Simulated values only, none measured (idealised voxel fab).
The document below concerns the process module designated voxel transistor to metal.
Square cells of 5 nm make up the cross-section cut, whose width is 150 nm.
Square cells in a grid make up a cross-section in this document, and the grid is given as bands, listed from the top down, each one or more rows of cells.
Band: top height; bottom height; in nm. Then, left to right: material with width in nm, for each material. "everywhere": a single material spanning edge to edge. "blank": empty space.
Height reference: 0 = level under which incoming wafer is all one material. Lowest band: no bottom, runs on downward, e.g. "from 0 down".
With a width like "30 to 40", each row of cells in the band differs from the next by the same amount, the top row carrying the first number and the bottom row the second.
Where the words "remained unchanged" appear for a step, the cross-section shows no cell changed by that step; every cell remained as before.
The entry "Listed closed voids" lists the empty spaces that cover at least 8 cells and have no open path to the top. Each is written as width x height at distance, where the distance is measured from the left edge and all three values are in nm.
That trailing text on a step's line, after the settings, is the simulator's own remark on the step.
overlay nm: on a step with a mask, how far right of its planned place the mask lay; negative means left.
The process steps that were planned are listed below:
1) RECEIVE [material Si]
2) OXIDIZE [depth nm 5]
3) CONFORMAL_DEP [material SiN] [thk nm 10]
4) MASKED_ETCH [tone cover] [mask id ACTIVE] [width nm 115] [etch materials SiN] [depth nm 10] [overlay nm 0]
5) MASKED_ETCH [tone cover] [mask id ACTIVE] [width nm 115] [etch materials SiO2] [depth nm 5] [overlay nm 0]
6) MASKED_ETCH [tone cover] [mask id ACTIVE] [width nm 115] [etch materials Si] [depth nm 25] [overlay nm 0]
7) OXIDIZE [depth nm 5]
8) FILL_DEP [material SiO2] [thk nm 10]
9) CMP [height nm 10]
10) SELECTIVE_ETCH [etch materials SiO2] [depth nm 5]
11) STRIP [etch materials SiN]
12) SELECTIVE_ETCH [etch materials SiO2] [depth nm 5]
13) OXIDIZE [depth nm 5]
14) DIRECTIONAL_DEP [material polySi] [thk nm 30]
15) DIRECTIONAL_DEP [material SiCN] [thk nm 15]
16) DIRECTIONAL_DEP [material aC] [thk nm 15]
17) PATTERN [tone cover] [mask id GATE] [material resist] [width nm 25] [thk nm 35] [overlay nm 0]
18) DIRECTIONAL_ETCH [etch materials aC] [depth nm 15]
19) STRIP [etch materials resist]
20) DIRECTIONAL_ETCH [etch materials SiCN] [depth nm 25]
21) DIRECTIONAL_ETCH [etch materials polySi] [depth nm 40]
22) STRIP [etch materials aC]
23) CONFORMAL_DEP [material SiN] [thk nm 5]
24) DIRECTIONAL_ETCH [etch materials SiN] [depth nm 5]
25) DIRECTIONAL_ETCH [etch materials SiO2] [depth nm 5]
26) EPI [material nSi] [thk nm 5]
27) FILL_DEP [material SiO2] [thk nm 10]
28) CMP [height nm 25]
29) STRIP [etch materials polySi]
30) SELECTIVE_ETCH [etch materials SiO2] [depth nm 5]
31) CONFORMAL_DEP [material HfO2] [thk nm 5]
32) CONFORMAL_DEP [material TiN] [thk nm 5]
33) FILL_DEP [material W] [thk nm 5]
34) CMP [height nm 20]
35) DIRECTIONAL_DEP [material SiO2] [thk nm 10]
36) DIRECTIONAL_DEP [material aC] [thk nm 10]
37) PATTERN [tone open] [mask id CONTACT] [material resist] [width nm 20] [pitch nm 85] [thk nm 25] [overlay nm 0]
38) DIRECTIONAL_ETCH [etch materials aC] [depth nm 10]
39) STRIP [etch materials resist]
40) DIRECTIONAL_ETCH [etch materials SiO2] [depth nm 35]
41) STRIP [etch materials aC]
42) CONFORMAL_DEP [material TiN] [thk nm 5]
43) FILL_DEP [material W] [thk nm 10]
44) CMP [height nm 30]
45) DIRECTIONAL_DEP [material TiN] [thk nm 5]
46) DIRECTIONAL_DEP [material W] [thk nm 15]
47) DIRECTIONAL_DEP [material aC] [thk nm 15]
48) PATTERN [tone cover] [mask id METAL_1] [material resist] [width nm 20] [pitch nm 85] [thk nm 30] [overlay nm 0]
49) DIRECTIONAL_ETCH [etch materials aC] [depth nm 15]
50) STRIP [etch materials resist]
51) DIRECTIONAL_ETCH [etch materials W] [depth nm 15]
52) DIRECTIONAL_ETCH [etch materials TiN] [depth nm 5]
53) STRIP [etch materials aC]
54) CONFORMAL_DEP [material SiCN] [thk nm 5]
55) FILL_DEP [material lowk] [thk nm 10]
56) CMP [height nm 50]
57) CONFORMAL_DEP [material SiCN] [thk nm 5]
58) DIRECTIONAL_DEP [material lowk] [thk nm 35]
59) PATTERN [tone open] [mask id METAL_2] [material resist] [width nm 20] [pitch nm 85] [thk nm 20] [overlay nm 0]
60) DIRECTIONAL_ETCH [etch materials lowk] [depth nm 20]
61) STRIP [etch materials resist]
62) DIRECTIONAL_DEP [material aC] [thk nm 15]
63) PATTERN [tone open] [mask id METAL_2_HOLES] [material resist] [width nm 15] [pitch nm 85] [thk nm 35] [overlay nm 0]
64) DIRECTIONAL_ETCH [etch materials aC] [depth nm 15]
65) STRIP [etch materials resist]
66) DIRECTIONAL_ETCH [etch materials lowk] [depth nm 15]
67) DIRECTIONAL_ETCH [etch materials SiCN] [depth nm 5]
68) STRIP [etch materials aC]
69) CONFORMAL_DEP [material TiN] [thk nm 5]
70) FILL_DEP [material Cu] [thk nm 10]
71) CMP [height nm 90]
72) CONFORMAL_DEP [material SiCN] [thk nm 5]
First of two wafers - as planned:
Wafer cross-section on receipt, i.e. after step 1:
- from 0 down = Si everywhere
- Listed closed voids: none
Wafer section view after processing step 2:
- from 0 to -5 = SiO2 everywhere
- All layers under -5 are left as they were.
Wafer section view after processing step 3:
- from 10 to 0 = SiN everywhere
- All layers under 0 are left as they were.
Wafer section view after processing step 4:
- from 10 to 0 = blank 15 / SiN 115 / blank 20
- All layers under 0 are left as they were.
Wafer section view after processing step 5:
- from 10 to 0 = blank 15 / SiN 115 / blank 20
- from 0 to -5 = blank 15 / SiO2 115 / blank 20
- All layers under -5 are left as they were.
Wafer section view after processing step 6:
- from 10 to 0 = blank 15 / SiN 115 / blank 20
- from 0 to -5 = blank 15 / SiO2 115 / blank 20
- from -5 to -30 = blank 15 / Si 115 / blank 20
- All layers under -30 are left as they were.
Wafer section view after processing step 7:
- from 10 to 0 = blank 15 / SiN 115 / blank 20
- from 0 to -5 = blank 15 / SiO2 115 / blank 20
- from -5 to -30 = blank 15 / SiO2 5 / Si 105 / SiO2 5 / blank 20
- from -30 to -35 = SiO2 20 / Si 105 / SiO2 25
- All layers under -35 are left as they were.
Wafer section view after processing step 8:
- from 20 to 10 = SiO2 everywhere
- from 10 to 0 = SiO2 15 / SiN 115 / SiO2 20
- from 0 to -5 = SiO2 everywhere
- from -5 to -35 = SiO2 20 / Si 105 / SiO2 25
- All layers under -35 are left as they were.
Wafer section view after processing step 9:
- from 10 to 0 = SiO2 15 / SiN 115 / SiO2 20
- All layers under 0 are left as they were.
Wafer section view after processing step 10:
- from 10 to 5 = blank 15 / SiN 115 / blank 20
- All layers under 5 are left as they were.
Wafer section view after processing step 11:
- from 5 to 0 = SiO2 15 / blank 115 / SiO2 20
- All layers under 0 are left as they were.
Wafer section view after processing step 12:
- from 0 to -5 = SiO2 10 / blank 125 / SiO2 15
- All layers under -5 are left as they were.
Wafer section view after processing step 13:
- from 0 to -5 = SiO2 10 / blank 125 / SiO2 15
- from -5 to -10 = SiO2 everywhere
- All layers under -10 are left as they were.
Wafer section view after processing step 14:
- from 30 to 25 = polySi 10 / blank 125 / polySi 15
- from 25 to 0 = polySi everywhere
- from 0 to -5 = SiO2 10 / polySi 125 / SiO2 15
- All layers under -5 are left as they were.
Wafer section view after processing step 15:
- from 45 to 40 = SiCN 10 / blank 125 / SiCN 15
- from 40 to 30 = SiCN everywhere
- from 30 to 25 = polySi 10 / SiCN 125 / polySi 15
- All layers under 25 are left as they were.
Wafer section view after processing step 16:
- from 60 to 55 = aC 10 / blank 125 / aC 15
- from 55 to 45 = aC everywhere
- from 45 to 40 = SiCN 10 / aC 125 / SiCN 15
- All layers under 40 are left as they were.
Wafer section view after processing step 17:
- from 95 to 60 = blank 60 / resist 25 / blank 65
- from 60 to 55 = aC 10 / blank 50 / resist 25 / blank 50 / aC 15
- All layers under 55 are left as they were.
Wafer section view after processing step 18:
- from 80 to 55 = blank 60 / resist 25 / blank 65
- from 55 to 45 = blank 60 / aC 25 / blank 65
- from 45 to 40 = SiCN 10 / blank 50 / aC 25 / blank 50 / SiCN 15
- All layers under 40 are left as they were.
Wafer section view after processing step 19:
- from 55 to 45 = blank 60 / aC 25 / blank 65
- All layers under 45 are left as they were.
Wafer section view after processing step 20:
- from 55 to 40 = blank 60 / aC 25 / blank 65
- from 40 to 30 = blank 60 / SiCN 25 / blank 65
- from 30 to 25 = polySi 10 / blank 50 / SiCN 25 / blank 50 / polySi 15
- All layers under 25 are left as they were.
Wafer section view after processing step 21:
- from 55 to 40 = blank 60 / aC 25 / blank 65
- from 40 to 25 = blank 60 / SiCN 25 / blank 65
- from 25 to 0 = blank 60 / polySi 25 / blank 65
- from 0 to -5 = SiO2 10 / blank 50 / polySi 25 / blank 50 / SiO2 15
- All layers under -5 are left as they were.
Wafer section view after processing step 22:
- from 40 to 25 = blank 60 / SiCN 25 / blank 65
- All layers under 25 are left as they were.
Wafer section view after processing step 23:
- from 45 to 40 = blank 55 / SiN 35 / blank 60
- from 40 to 25 = blank 55 / SiN 5 / SiCN 25 / SiN 5 / blank 60
- from 25 to 5 = blank 55 / SiN 5 / polySi 25 / SiN 5 / blank 60
- from 5 to 0 = SiN 15 / blank 40 / SiN 5 / polySi 25 / SiN 5 / blank 40 / SiN 20
- from 0 to -5 = SiO2 10 / SiN 50 / polySi 25 / SiN 50 / SiO2 15
- All layers under -5 are left as they were.
Wafer section view after processing step 24:
- from 40 to 25 = blank 55 / SiN 5 / SiCN 25 / SiN 5 / blank 60
- from 25 to 0 = blank 55 / SiN 5 / polySi 25 / SiN 5 / blank 60
- from 0 to -5 = SiO2 10 / SiN 5 / blank 40 / SiN 5 / polySi 25 / SiN 5 / blank 40 / SiN 5 / SiO2 15
- All layers under -5 are left as they were.
Wafer section view after processing step 25:
- from 40 to 25 = blank 55 / SiN 5 / SiCN 25 / SiN 5 / blank 60
- from 25 to 0 = blank 55 / SiN 5 / polySi 25 / SiN 5 / blank 60
- from 0 to -5 = blank 10 / SiN 5 / blank 40 / SiN 5 / polySi 25 / SiN 5 / blank 40 / SiN 5 / blank 15
- from -5 to -10 = SiO2 15 / blank 40 / SiO2 35 / blank 40 / SiO2 20
- All layers under -10 are left as they were.
Wafer section view after processing step 26:
- from 40 to 25 = blank 55 / SiN 5 / SiCN 25 / SiN 5 / blank 60
- from 25 to 0 = blank 55 / SiN 5 / polySi 25 / SiN 5 / blank 60
- from 0 to -5 = blank 10 / SiN 5 / blank 40 / SiN 5 / polySi 25 / SiN 5 / blank 40 / SiN 5 / blank 15
- from -5 to -10 = SiO2 15 / nSi 40 / SiO2 35 / nSi 40 / SiO2 20
- All layers under -10 are left as they were.
Wafer section view after processing step 27:
- from 50 to 40 = SiO2 everywhere
- from 40 to 25 = SiO2 55 / SiN 5 / SiCN 25 / SiN 5 / SiO2 60
- from 25 to 0 = SiO2 55 / SiN 5 / polySi 25 / SiN 5 / SiO2 60
- from 0 to -5 = SiO2 10 / SiN 5 / SiO2 40 / SiN 5 / polySi 25 / SiN 5 / SiO2 40 / SiN 5 / SiO2 15
- All layers under -5 are left as they were.
Wafer section view after processing step 28:
- from 25 to 0 = SiO2 55 / SiN 5 / polySi 25 / SiN 5 / SiO2 60
- All layers under 0 are left as they were.
Wafer section view after processing step 29:
- from 25 to 0 = SiO2 55 / SiN 5 / blank 25 / SiN 5 / SiO2 60
- from 0 to -5 = SiO2 10 / SiN 5 / SiO2 40 / SiN 5 / blank 25 / SiN 5 / SiO2 40 / SiN 5 / SiO2 15
- All layers under -5 are left as they were.
Wafer section view after processing step 30:
- from 25 to 20 = blank 55 / SiN 5 / blank 25 / SiN 5 / blank 60
- from 20 to 0 = SiO2 55 / SiN 5 / blank 25 / SiN 5 / SiO2 60
- from 0 to -5 = SiO2 10 / SiN 5 / SiO2 40 / SiN 5 / blank 25 / SiN 5 / SiO2 40 / SiN 5 / SiO2 15
- from -5 to -10 = SiO2 15 / nSi 40 / blank 35 / nSi 40 / SiO2 20
- All layers under -10 are left as they were.
Wafer section view after processing step 31:
- from 30 to 25 = blank 50 / HfO2 15 / blank 15 / HfO2 15 / blank 55
- from 25 to 20 = HfO2 55 / SiN 5 / HfO2 5 / blank 15 / HfO2 5 / SiN 5 / HfO2 60
- from 20 to 0 = SiO2 55 / SiN 5 / HfO2 5 / blank 15 / HfO2 5 / SiN 5 / SiO2 60
- from 0 to -5 = SiO2 10 / SiN 5 / SiO2 40 / SiN 5 / HfO2 5 / blank 15 / HfO2 5 / SiN 5 / SiO2 40 / SiN 5 / SiO2 15
- from -5 to -10 = SiO2 15 / nSi 40 / HfO2 35 / nSi 40 / SiO2 20
- All layers under -10 are left as they were.
Wafer section view after processing step 32:
- from 35 to 30 = blank 45 / TiN 25 / blank 5 / TiN 25 / blank 50
- from 30 to 25 = TiN 50 / HfO2 15 / TiN 5 / blank 5 / TiN 5 / HfO2 15 / TiN 55
- from 25 to 20 = HfO2 55 / SiN 5 / HfO2 5 / TiN 5 / blank 5 / TiN 5 / HfO2 5 / SiN 5 / HfO2 60
- from 20 to 0 = SiO2 55 / SiN 5 / HfO2 5 / TiN 5 / blank 5 / TiN 5 / HfO2 5 / SiN 5 / SiO2 60
- from 0 to -5 = SiO2 10 / SiN 5 / SiO2 40 / SiN 5 / HfO2 5 / TiN 15 / HfO2 5 / SiN 5 / SiO2 40 / SiN 5 / SiO2 15
- All layers under -5 are left as they were.
Wafer section view after processing step 33:
- from 40 to 35 = W everywhere
- from 35 to 30 = W 45 / TiN 25 / W 5 / TiN 25 / W 50
- from 30 to 25 = TiN 50 / HfO2 15 / TiN 5 / W 5 / TiN 5 / HfO2 15 / TiN 55
- from 25 to 20 = HfO2 55 / SiN 5 / HfO2 5 / TiN 5 / W 5 / TiN 5 / HfO2 5 / SiN 5 / HfO2 60
- from 20 to 0 = SiO2 55 / SiN 5 / HfO2 5 / TiN 5 / W 5 / TiN 5 / HfO2 5 / SiN 5 / SiO2 60
- All layers under 0 are left as they were.
Wafer section view after processing step 34:
- from 20 to 0 = SiO2 55 / SiN 5 / HfO2 5 / TiN 5 / W 5 / TiN 5 / HfO2 5 / SiN 5 / SiO2 60
- All layers under 0 are left as they were.
Wafer section view after processing step 35:
- from 30 to 20 = SiO2 everywhere
- All layers under 20 are left as they were.
Wafer section view after processing step 36:
- from 40 to 30 = aC everywhere
- All layers under 30 are left as they were.
Wafer section view after processing step 37:
- from 65 to 40 = resist 20 / blank 20 / resist 65 / blank 20 / resist 25
- All layers under 40 are left as they were.
Wafer section view after processing step 38:
- from 55 to 40 = resist 20 / blank 20 / resist 65 / blank 20 / resist 25
- from 40 to 30 = aC 20 / blank 20 / aC 65 / blank 20 / aC 25
- All layers under 30 are left as they were.
Wafer section view after processing step 39:
- from 40 to 30 = aC 20 / blank 20 / aC 65 / blank 20 / aC 25
- All layers under 30 are left as they were.
Wafer section view after processing step 40:
- from 40 to 30 = aC 20 / blank 20 / aC 65 / blank 20 / aC 25
- from 30 to 20 = SiO2 20 / blank 20 / SiO2 65 / blank 20 / SiO2 25
- from 20 to 0 = SiO2 20 / blank 20 / SiO2 15 / SiN 5 / HfO2 5 / TiN 5 / W 5 / TiN 5 / HfO2 5 / SiN 5 / SiO2 15 / blank 20 / SiO2 25
- from 0 to -5 = SiO2 10 / SiN 5 / SiO2 5 / blank 20 / SiO2 15 / SiN 5 / HfO2 5 / TiN 15 / HfO2 5 / SiN 5 / SiO2 15 / blank 20 / SiO2 5 / SiN 5 / SiO2 15
- All layers under -5 are left as they were.
Wafer section view after processing step 41:
- from 30 to 20 = SiO2 20 / blank 20 / SiO2 65 / blank 20 / SiO2 25
- All layers under 20 are left as they were.
Wafer section view after processing step 42:
- from 35 to 30 = TiN 25 / blank 10 / TiN 75 / blank 10 / TiN 30
- from 30 to 20 = SiO2 20 / TiN 5 / blank 10 / TiN 5 / SiO2 65 / TiN 5 / blank 10 / TiN 5 / SiO2 25
- from 20 to 0 = SiO2 20 / TiN 5 / blank 10 / TiN 5 / SiO2 15 / SiN 5 / HfO2 5 / TiN 5 / W 5 / TiN 5 / HfO2 5 / SiN 5 / SiO2 15 / TiN 5 / blank 10 / TiN 5 / SiO2 25
- from 0 to -5 = SiO2 10 / SiN 5 / SiO2 5 / TiN 20 / SiO2 15 / SiN 5 / HfO2 5 / TiN 15 / HfO2 5 / SiN 5 / SiO2 15 / TiN 20 / SiO2 5 / SiN 5 / SiO2 15
- All layers under -5 are left as they were.
Wafer section view after processing step 43:
- from 45 to 35 = W everywhere
- from 35 to 30 = TiN 25 / W 10 / TiN 75 / W 10 / TiN 30
- from 30 to 20 = SiO2 20 / TiN 5 / W 10 / TiN 5 / SiO2 65 / TiN 5 / W 10 / TiN 5 / SiO2 25
- from 20 to 0 = SiO2 20 / TiN 5 / W 10 / TiN 5 / SiO2 15 / SiN 5 / HfO2 5 / TiN 5 / W 5 / TiN 5 / HfO2 5 / SiN 5 / SiO2 15 / TiN 5 / W 10 / TiN 5 / SiO2 25
- All layers under 0 are left as they were.
Wafer section view after processing step 44:
- from 30 to 20 = SiO2 20 / TiN 5 / W 10 / TiN 5 / SiO2 65 / TiN 5 / W 10 / TiN 5 / SiO2 25
- All layers under 20 are left as they were.
Wafer section view after processing step 45:
- from 35 to 30 = TiN everywhere
- All layers under 30 are left as they were.
Wafer section view after processing step 46:
- from 50 to 35 = W everywhere
- All layers under 35 are left as they were.
Wafer section view after processing step 47:
- from 65 to 50 = aC everywhere
- All layers under 50 are left as they were.
Wafer section view after processing step 48:
- from 95 to 65 = blank 20 / resist 20 / blank 65 / resist 20 / blank 25
- All layers under 65 are left as they were.
Wafer section view after processing step 49:
- from 80 to 65 = blank 20 / resist 20 / blank 65 / resist 20 / blank 25
- from 65 to 50 = blank 20 / aC 20 / blank 65 / aC 20 / blank 25
- All layers under 50 are left as they were.
Wafer section view after processing step 50:
- from 65 to 50 = blank 20 / aC 20 / blank 65 / aC 20 / blank 25
- All layers under 50 are left as they were.
Wafer section view after processing step 51:
- from 65 to 50 = blank 20 / aC 20 / blank 65 / aC 20 / blank 25
- from 50 to 35 = blank 20 / W 20 / blank 65 / W 20 / blank 25
- All layers under 35 are left as they were.
Wafer section view after processing step 52:
- from 65 to 50 = blank 20 / aC 20 / blank 65 / aC 20 / blank 25
- from 50 to 35 = blank 20 / W 20 / blank 65 / W 20 / blank 25
- from 35 to 30 = blank 20 / TiN 20 / blank 65 / TiN 20 / blank 25
- All layers under 30 are left as they were.
Wafer section view after processing step 53:
- from 50 to 35 = blank 20 / W 20 / blank 65 / W 20 / blank 25
- All layers under 35 are left as they were.
Wafer section view after processing step 54:
- from 55 to 50 = blank 15 / SiCN 30 / blank 55 / SiCN 30 / blank 20
- from 50 to 35 = blank 15 / SiCN 5 / W 20 / SiCN 5 / blank 55 / SiCN 5 / W 20 / SiCN 5 / blank 20
- from 35 to 30 = SiCN 20 / TiN 20 / SiCN 65 / TiN 20 / SiCN 25
- All layers under 30 are left as they were.
Wafer section view after processing step 55:
- from 65 to 55 = lowk everywhere
- from 55 to 50 = lowk 15 / SiCN 30 / lowk 55 / SiCN 30 / lowk 20
- from 50 to 35 = lowk 15 / SiCN 5 / W 20 / SiCN 5 / lowk 55 / SiCN 5 / W 20 / SiCN 5 / lowk 20
- All layers under 35 are left as they were.
Wafer section view after processing step 56:
- from 50 to 35 = lowk 15 / SiCN 5 / W 20 / SiCN 5 / lowk 55 / SiCN 5 / W 20 / SiCN 5 / lowk 20
- All layers under 35 are left as they were.
Wafer section view after processing step 57:
- from 55 to 50 = SiCN everywhere
- All layers under 50 are left as they were.
Wafer section view after processing step 58:
- from 90 to 55 = lowk everywhere
- All layers under 55 are left as they were.
Wafer section view after processing step 59:
- from 110 to 90 = resist 20 / blank 20 / resist 65 / blank 20 / resist 25
- All layers under 90 are left as they were.
Wafer section view after processing step 60:
- from 110 to 90 = resist 20 / blank 20 / resist 65 / blank 20 / resist 25
- from 90 to 70 = lowk 20 / blank 20 / lowk 65 / blank 20 / lowk 25
- All layers under 70 are left as they were.
Wafer section view after processing step 61:
- from 90 to 70 = lowk 20 / blank 20 / lowk 65 / blank 20 / lowk 25
- All layers under 70 are left as they were.
Wafer section view after processing step 62:
- from 105 to 90 = aC 20 / blank 20 / aC 65 / blank 20 / aC 25
- from 90 to 85 = lowk 20 / blank 20 / lowk 65 / blank 20 / lowk 25
- from 85 to 70 = lowk 20 / aC 20 / lowk 65 / aC 20 / lowk 25
- All layers under 70 are left as they were.
Wafer section view after processing step 63:
- from 140 to 105 = resist 20 / blank 15 / resist 70 / blank 15 / resist 30
- from 105 to 90 = aC 20 / blank 15 / resist 5 / aC 65 / blank 15 / resist 5 / aC 25
- from 90 to 85 = lowk 20 / blank 15 / resist 5 / lowk 65 / blank 15 / resist 5 / lowk 25
- All layers under 85 are left as they were.
Wafer section view after processing step 64:
- from 125 to 105 = resist 20 / blank 15 / resist 70 / blank 15 / resist 30
- from 105 to 90 = aC 20 / blank 15 / resist 5 / aC 65 / blank 15 / resist 5 / aC 25
- from 90 to 85 = lowk 20 / blank 15 / resist 5 / lowk 65 / blank 15 / resist 5 / lowk 25
- from 85 to 70 = lowk 20 / blank 15 / aC 5 / lowk 65 / blank 15 / aC 5 / lowk 25
- All layers under 70 are left as they were.
Wafer section view after processing step 65:
- from 105 to 90 = aC 20 / blank 20 / aC 65 / blank 20 / aC 25
- from 90 to 85 = lowk 20 / blank 20 / lowk 65 / blank 20 / lowk 25
- All layers under 85 are left as they were.
Wafer section view after processing step 66:
- from 105 to 90 = aC 20 / blank 20 / aC 65 / blank 20 / aC 25
- from 90 to 85 = lowk 20 / blank 20 / lowk 65 / blank 20 / lowk 25
- from 85 to 70 = lowk 20 / blank 15 / aC 5 / lowk 65 / blank 15 / aC 5 / lowk 25
- from 70 to 55 = lowk 20 / blank 15 / lowk 70 / blank 15 / lowk 30
- All layers under 55 are left as they were.
Wafer section view after processing step 67:
- from 105 to 90 = aC 20 / blank 20 / aC 65 / blank 20 / aC 25
- from 90 to 85 = lowk 20 / blank 20 / lowk 65 / blank 20 / lowk 25
- from 85 to 70 = lowk 20 / blank 15 / aC 5 / lowk 65 / blank 15 / aC 5 / lowk 25
- from 70 to 55 = lowk 20 / blank 15 / lowk 70 / blank 15 / lowk 30
- from 55 to 50 = SiCN 20 / blank 15 / SiCN 70 / blank 15 / SiCN 30
- All layers under 50 are left as they were.
Wafer section view after processing step 68:
- from 90 to 70 = lowk 20 / blank 20 / lowk 65 / blank 20 / lowk 25
- All layers under 70 are left as they were.
Wafer section view after processing step 69:
- from 95 to 90 = TiN 25 / blank 10 / TiN 75 / blank 10 / TiN 30
- from 90 to 75 = lowk 20 / TiN 5 / blank 10 / TiN 5 / lowk 65 / TiN 5 / blank 10 / TiN 5 / lowk 25
- from 75 to 70 = lowk 20 / TiN 5 / blank 5 / TiN 10 / lowk 65 / TiN 5 / blank 5 / TiN 10 / lowk 25
- from 70 to 55 = lowk 20 / TiN 5 / blank 5 / TiN 5 / lowk 70 / TiN 5 / blank 5 / TiN 5 / lowk 30
- from 55 to 50 = SiCN 20 / TiN 15 / SiCN 70 / TiN 15 / SiCN 30
- All layers under 50 are left as they were.
Wafer section view after processing step 70:
- from 105 to 95 = Cu everywhere
- from 95 to 90 = TiN 25 / Cu 10 / TiN 75 / Cu 10 / TiN 30
- from 90 to 75 = lowk 20 / TiN 5 / Cu 10 / TiN 5 / lowk 65 / TiN 5 / Cu 10 / TiN 5 / lowk 25
- from 75 to 70 = lowk 20 / TiN 5 / Cu 5 / TiN 10 / lowk 65 / TiN 5 / Cu 5 / TiN 10 / lowk 25
- from 70 to 55 = lowk 20 / TiN 5 / Cu 5 / TiN 5 / lowk 70 / TiN 5 / Cu 5 / TiN 5 / lowk 30
- All layers under 55 are left as they were.
Wafer section view after processing step 71:
- from 90 to 75 = lowk 20 / TiN 5 / Cu 10 / TiN 5 / lowk 65 / TiN 5 / Cu 10 / TiN 5 / lowk 25
- All layers under 75 are left as they were.
Wafer section view after processing step 72:
- from 95 to 90 = SiCN everywhere
- All layers under 90 are left as they were.
Now the other wafer: same start, same recipe, but we messed up one thing when running it. Up to and including step 59 it's the same as the first one:
What the second wafer looks like in cross-section when step 60 should have wrapped up:
- from 110 to 90 = resist 20 / blank 20 / resist 65 / blank 20 / resist 25
- from 90 to 55 = lowk 20 / blank 20 / lowk 65 / blank 20 / lowk 25
- All layers under 55 are left as they were.
What the second wafer looks like in cross-section when step 61 should have wrapped up:
- from 90 to 55 = lowk 20 / blank 20 / lowk 65 / blank 20 / lowk 25
- All layers under 55 are left as they were.
What the second wafer looks like in cross-section when step 62 should have wrapped up:
- from 105 to 90 = aC 20 / blank 20 / aC 65 / blank 20 / aC 25
- from 90 to 70 = lowk 20 / blank 20 / lowk 65 / blank 20 / lowk 25
- from 70 to 55 = lowk 20 / aC 20 / lowk 65 / aC 20 / lowk 25
- All layers under 55 are left as they were.
What the second wafer looks like in cross-section when step 63 should have wrapped up:
- from 140 to 105 = resist 20 / blank 15 / resist 70 / blank 15 / resist 30
- from 105 to 90 = aC 20 / blank 15 / resist 5 / aC 65 / blank 15 / resist 5 / aC 25
- from 90 to 70 = lowk 20 / blank 15 / resist 5 / lowk 65 / blank 15 / resist 5 / lowk 25
- All layers under 70 are left as they were.
What the second wafer looks like in cross-section when step 64 should have wrapped up:
- from 125 to 105 = resist 20 / blank 15 / resist 70 / blank 15 / resist 30
- from 105 to 90 = aC 20 / blank 15 / resist 5 / aC 65 / blank 15 / resist 5 / aC 25
- from 90 to 70 = lowk 20 / blank 15 / resist 5 / lowk 65 / blank 15 / resist 5 / lowk 25
- from 70 to 55 = lowk 20 / blank 15 / aC 5 / lowk 65 / blank 15 / aC 5 / lowk 25
- All layers under 55 are left as they were.
What the second wafer looks like in cross-section when step 65 should have wrapped up:
- from 105 to 90 = aC 20 / blank 20 / aC 65 / blank 20 / aC 25
- from 90 to 70 = lowk 20 / blank 20 / lowk 65 / blank 20 / lowk 25
- All layers under 70 are left as they were.
What the second wafer looks like in cross-section when step 66 should have wrapped up: remained unchanged
What the second wafer looks like in cross-section when step 67 should have wrapped up:
- from 105 to 90 = aC 20 / blank 20 / aC 65 / blank 20 / aC 25
- from 90 to 70 = lowk 20 / blank 20 / lowk 65 / blank 20 / lowk 25
- from 70 to 55 = lowk 20 / blank 15 / aC 5 / lowk 65 / blank 15 / aC 5 / lowk 25
- from 55 to 50 = SiCN 20 / blank 15 / SiCN 70 / blank 15 / SiCN 30
- All layers under 50 are left as they were.
What the second wafer looks like in cross-section when step 68 should have wrapped up:
- from 90 to 55 = lowk 20 / blank 20 / lowk 65 / blank 20 / lowk 25
- All layers under 55 are left as they were.
What the second wafer looks like in cross-section when step 69 should have wrapped up:
- from 95 to 90 = TiN 25 / blank 10 / TiN 75 / blank 10 / TiN 30
- from 90 to 60 = lowk 20 / TiN 5 / blank 10 / TiN 5 / lowk 65 / TiN 5 / blank 10 / TiN 5 / lowk 25
- from 60 to 55 = lowk 20 / TiN 5 / blank 5 / TiN 10 / lowk 65 / TiN 5 / blank 5 / TiN 10 / lowk 25
- from 55 to 50 = SiCN 20 / TiN 15 / SiCN 70 / TiN 15 / SiCN 30
- All layers under 50 are left as they were.
What the second wafer looks like in cross-section when step 70 should have wrapped up:
- from 105 to 95 = Cu everywhere
- from 95 to 90 = TiN 25 / Cu 10 / TiN 75 / Cu 10 / TiN 30
- from 90 to 60 = lowk 20 / TiN 5 / Cu 10 / TiN 5 / lowk 65 / TiN 5 / Cu 10 / TiN 5 / lowk 25
- from 60 to 55 = lowk 20 / TiN 5 / Cu 5 / TiN 10 / lowk 65 / TiN 5 / Cu 5 / TiN 10 / lowk 25
- All layers under 55 are left as they were.
What the second wafer looks like in cross-section when step 71 should have wrapped up:
- from 90 to 60 = lowk 20 / TiN 5 / Cu 10 / TiN 5 / lowk 65 / TiN 5 / Cu 10 / TiN 5 / lowk 25
- All layers under 60 are left as they were.
What the second wafer looks like in cross-section when step 72 should have wrapped up:
- from 95 to 90 = SiCN everywhere
- All layers under 90 are left as they were.
Short version of what went wrong: plan step 60 was conducted twice
Once processing is complete, comparing cell counts shows that the second wafer has more or fewer of certain materials than the first: +6 Cu; -6 lowk
